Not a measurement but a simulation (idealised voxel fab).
Module name: voxel transistor to metal (process module)
Section shown: cut. Width: 185 nm. Cell size: 5 nm, square.
Think of the cross-section as a grid of square cells. We describe it in bands, top to bottom, and each band covers one or more rows of those cells. Band entry format. Leading values: height of top, height of bottom, nm. Remainder: materials in left-to-right order, each with its width in nm. Special words: "full width" on a single material, which then fills the band edge to edge; "blank", empty space. Zero point of the height axis is 0; under it, received wafer = one material. Lowest band: continues down indefinitely, "0 nm and below". Read "30 to 40" as a graded width: first number on top, second number at the bottom, same change between each pair of neighbouring rows. The designation "remained unchanged", where it is given for a processing step, indicates that no cell of the cross-section was altered in the course of that step. Any empty space of 8 cells or more lacking an open way to the top shows up in "Closed void register" as width x height at distance, distance from the left edge, in nm. Heads up: the bit after the settings on a step's line is the simulator's remark on that step. Each step line may optionally specify "overlay nm", which for a step with a mask gives the rightward distance between the mask's planned place and where it lay, a negative value indicating the leftward direction.

Steps in the process plan:
1,RECEIVE: material Si
2,CONFORMAL_DEP: material SiO2, thk nm 5
3,CONFORMAL_DEP: material SiN, thk nm 10
4,MASKED_ETCH: tone cover, mask id ACTIVE, width nm 120, etch materials SiN, depth nm 10, overlay nm 0
5,MASKED_ETCH: tone cover, mask id ACTIVE, width nm 120, etch materials SiO2, depth nm 5, overlay nm 0
6,MASKED_ETCH: tone cover, mask id ACTIVE, width nm 120, etch materials Si, depth nm 20, overlay nm 0
7,OXIDIZE: depth nm 5
8,FILL_DEP: material SiO2, thk nm 5
9,CMP: height nm 15
10,SELECTIVE_ETCH: etch materials SiO2, depth nm 10
11,STRIP: etch materials SiN
12,SELECTIVE_ETCH: etch materials SiO2, depth nm 5
13,OXIDIZE: depth nm 5
14,DIRECTIONAL_DEP: material polySi, thk nm 25
15,DIRECTIONAL_DEP: material SiCN, thk nm 10
16,MASKED_ETCH: tone cover, mask id GATE, width nm 30, etch materials SiCN, depth nm 20, overlay nm 0
17,MASKED_ETCH: tone cover, mask id GATE, width nm 30, etch materials polySi, depth nm 35, overlay nm 0
18,CONFORMAL_DEP: material SiO2, thk nm 5
19,DIRECTIONAL_ETCH: etch materials SiO2, depth nm 5
20,CONFORMAL_DEP: material SiN, thk nm 5
21,DIRECTIONAL_ETCH: etch materials SiN, depth nm 5
22,DIRECTIONAL_ETCH: etch materials SiO2, depth nm 5
23,DIRECTIONAL_ETCH: etch materials Si, depth nm 15
24,EPI: material SiGe, thk nm 20
25,FILL_DEP: material SiO2, thk nm 10
26,CMP: height nm 25
27,STRIP: etch materials polySi
28,SELECTIVE_ETCH: etch materials SiO2, depth nm 5
29,CONFORMAL_DEP: material HfO2, thk nm 5
30,CONFORMAL_DEP: material TiN, thk nm 5
31,FILL_DEP: material W, thk nm 10
32,CMP: height nm 20
33,DIRECTIONAL_DEP: material SiO2, thk nm 10
34,DIRECTIONAL_DEP: material aC, thk nm 10
35,PATTERN: tone open, mask id CONTACT, material resist, width nm 20, pitch nm 90, thk nm 25, overlay nm 0
36,DIRECTIONAL_ETCH: etch materials aC, depth nm 10
37,STRIP: etch materials resist
38,DIRECTIONAL_ETCH: etch materials SiO2, depth nm 30
39,STRIP: etch materials aC
40,CONFORMAL_DEP: material TiN, thk nm 5
41,FILL_DEP: material Ru, thk nm 5
42,CMP: height nm 30
43,CONFORMAL_DEP: material SiCN, thk nm 5
44,DIRECTIONAL_DEP: material lowk, thk nm 25
45,DIRECTIONAL_DEP: material aC, thk nm 15
46,PATTERN: tone open, mask id METAL_1, material resist, width nm 20, pitch nm 90, thk nm 35, overlay nm 0
47,DIRECTIONAL_ETCH: etch materials aC, depth nm 15
48,STRIP: etch materials resist
49,DIRECTIONAL_ETCH: etch materials lowk, depth nm 25
50,DIRECTIONAL_ETCH: etch materials SiCN, depth nm 5
51,STRIP: etch materials aC
52,CONFORMAL_DEP: material TiN, thk nm 5
53,FILL_DEP: material Ru, thk nm 5
54,CMP: height nm 60
55,CONFORMAL_DEP: material SiCN, thk nm 5

Cross-section of the wafer as it came to us, i.e., already through step 1:
	0 nm and below | Si full width
	Closed void register: none

Cross-section, first of two wafers, end of module, run as planned:
	65 nm to 60 nm | SiCN full width
	60 nm to 35 nm | 35 of lowk, 5 of TiN, 10 of Ru, 5 of TiN, 70 of lowk, 5 of TiN, 10 of Ru, 5 of TiN, 40 of lowk
	35 nm to 30 nm | 35 of SiCN, 20 of TiN, 70 of SiCN, 20 of TiN, 40 of SiCN
	30 nm to 20 nm | 35 of SiO2, 5 of TiN, 10 of Ru, 5 of TiN, 70 of SiO2, 5 of TiN, 10 of Ru, 5 of TiN, 40 of SiO2
	20 nm to 15 nm | 35 of SiO2, 20 of TiN, 10 of SiO2, 5 of SiN, 5 of HfO2, 5 of TiN, 20 of W, 5 of TiN, 5 of HfO2, 5 of SiN, 10 of SiO2, 20 of TiN, 40 of SiO2
	15 nm to 5 nm | 35 of SiO2, 10 of TiN, 20 of SiGe, 5 of SiN, 5 of HfO2, 5 of TiN, 20 of W, 5 of TiN, 5 of HfO2, 5 of SiN, 20 of SiGe, 10 of TiN, 40 of SiO2
	5 nm to 0 nm | 35 of SiO2, 10 of TiN, 20 of SiGe, 5 of SiN, 5 of HfO2, 30 of TiN, 5 of HfO2, 5 of SiN, 20 of SiGe, 10 of TiN, 40 of SiO2
	0 nm to -5 nm | 30 of SiO2, 35 of SiGe, 5 of SiO2, 40 of HfO2, 5 of SiO2, 35 of SiGe, 35 of SiO2
	-5 nm to -20 nm | 35 of SiO2, 30 of SiGe, 50 of Si, 30 of SiGe, 40 of SiO2
	-20 nm to -25 nm | 35 of SiO2, 110 of Si, 40 of SiO2
	-25 nm and below | Si full width
	Closed void register: none

Second of two wafers, module complete, sectioned: it shares the first wafer's start and plan but was run with one mistake:
	65 nm to 60 nm | SiCN full width
	60 nm to 35 nm | 35 of lowk, 5 of TiN, 10 of Ru, 5 of TiN, 70 of lowk, 5 of TiN, 10 of Ru, 5 of TiN, 40 of lowk
	35 nm to 30 nm | 35 of SiCN, 20 of TiN, 70 of SiCN, 20 of TiN, 40 of SiCN
	30 nm to 20 nm | 35 of SiO2, 5 of TiN, 10 of Ru, 5 of TiN, 70 of SiO2, 5 of TiN, 10 of Ru, 5 of TiN, 40 of SiO2
	20 nm to 15 nm | 35 of SiO2, 20 of TiN, 10 of SiO2, 5 of SiN, 5 of HfO2, 5 of TiN, 20 of W, 5 of TiN, 5 of HfO2, 5 of SiN, 10 of SiO2, 20 of TiN, 40 of SiO2
	15 nm to 5 nm | 35 of SiO2, 10 of TiN, 20 of SiGe, 5 of SiN, 5 of HfO2, 5 of TiN, 20 of W, 5 of TiN, 5 of HfO2, 5 of SiN, 20 of SiGe, 10 of TiN, 40 of SiO2
	5 nm to 0 nm | 35 of SiO2, 10 of TiN, 20 of SiGe, 5 of SiN, 5 of HfO2, 30 of TiN, 5 of HfO2, 5 of SiN, 20 of SiGe, 10 of TiN, 40 of SiO2
	0 nm to -5 nm | 45 of SiO2, 20 of SiGe, 5 of SiO2, 40 of HfO2, 5 of SiO2, 20 of SiGe, 50 of SiO2
	-5 nm to -25 nm | 35 of SiO2, 30 of SiGe, 50 of Si, 30 of SiGe, 40 of SiO2
	-25 nm to -35 nm | 35 of Si, 30 of SiGe, 50 of Si, 30 of SiGe, 40 of Si
	-35 nm and below | Si full width
	Closed void register: none
Here's what went sideways: the plan had its step 23 run twice
at the end the second wafer has, in cells: 36 fewer of Si; 30 more of SiGe; 6 more of SiO2
